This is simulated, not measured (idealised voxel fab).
process module | voxel ribs on slabs
cross-section cut | 200 nm wide | cells 5 nm
A cross-section is a grid of square cells, given in bands from the top down. A band is one or more rows of cells.
Each band's line starts with the height of the band's top and of its bottom, in nm. Then come its materials from left to right, each with its width in nm. One material with "throughout" fills the band from edge to edge. "air" is empty space.
Height 0 is the level under which the wafer as received is all one material. The lowest band goes on downwards, as in "0 down".
A width such as "30 to 40" changes by the same amount from each row of cells to the next, from the band's top row to its bottom row.
"no change" after a step means that no cell of the cross-section changed.
closed voids: empty space of 8 cells or more with no open way to the top, each as width x height at its distance from the left edge, in nm
after a step's settings: what the simulator itself notes on the step
overlay nm, on a step with a mask: how far to the right of its planned place the mask lay; to the left if negative
plan
1 op RECEIVE | material Si
2 op DIRECTIONAL_DEP | material SiO2 | thk nm 30
3 op DIRECTIONAL_DEP | material polySi | thk nm 15
4 op PATTERN | tone cover | mask id RIB | material resist | width nm 30 | thk nm 20 | overlay nm 0
5 op DIRECTIONAL_ETCH | etch materials polySi | depth nm 10
6 op STRIP | etch materials resist
7 op MASKED_ETCH | tone cover | mask id SLAB | width nm 80 | etch materials polySi | depth nm 5 | overlay nm 0
8 op FILL_DEP | material SiO2 | thk nm 30
9 op CMP | height nm 65
10 op DIRECTIONAL_DEP | material TiN | thk nm 10
11 op DIRECTIONAL_DEP | material aC | thk nm 15
12 op PATTERN | tone cover | mask id HEATER | material resist | width nm 40 | thk nm 30 | overlay nm 0
13 op DIRECTIONAL_ETCH | etch materials aC | depth nm 15
14 op STRIP | etch materials resist
15 op DIRECTIONAL_ETCH | etch materials TiN | depth nm 10
16 op STRIP | etch materials aC
17 op CONFORMAL_DEP | material SiO2 | thk nm 10
as received, after step 1
  0 down: Si throughout
  closed voids: none
first wafer at the end, as planned
  85 to 75: air 70 | SiO2 60 | air 70
  75 to 65: SiO2 80 | TiN 40 | SiO2 80
  65 to 45: SiO2 throughout
  45 to 35: SiO2 85 | polySi 30 | SiO2 85
  35 to 30: SiO2 60 | polySi 80 | SiO2 60
  30 to 0: SiO2 throughout
  0 down: Si throughout
  closed voids: none
second wafer at the end: like start, like plan, one mistake
  85 to 75: air 70 | SiO2 60 | air 70
  75 to 65: SiO2 80 | TiN 40 | SiO2 80
  65 to 45: SiO2 throughout
  45 to 35: SiO2 90 | polySi 30 | SiO2 80
  35 to 30: SiO2 60 | polySi 80 | SiO2 60
  30 to 0: SiO2 throughout
  0 down: Si throughout
  closed voids: none
what went wrong: step 4 ran as: op PATTERN | tone cover | mask id RIB | material resist | width nm 30 | thk nm 20 | overlay nm 5
at the end the second wafer has, in cells: as many of each material as the first, in other places
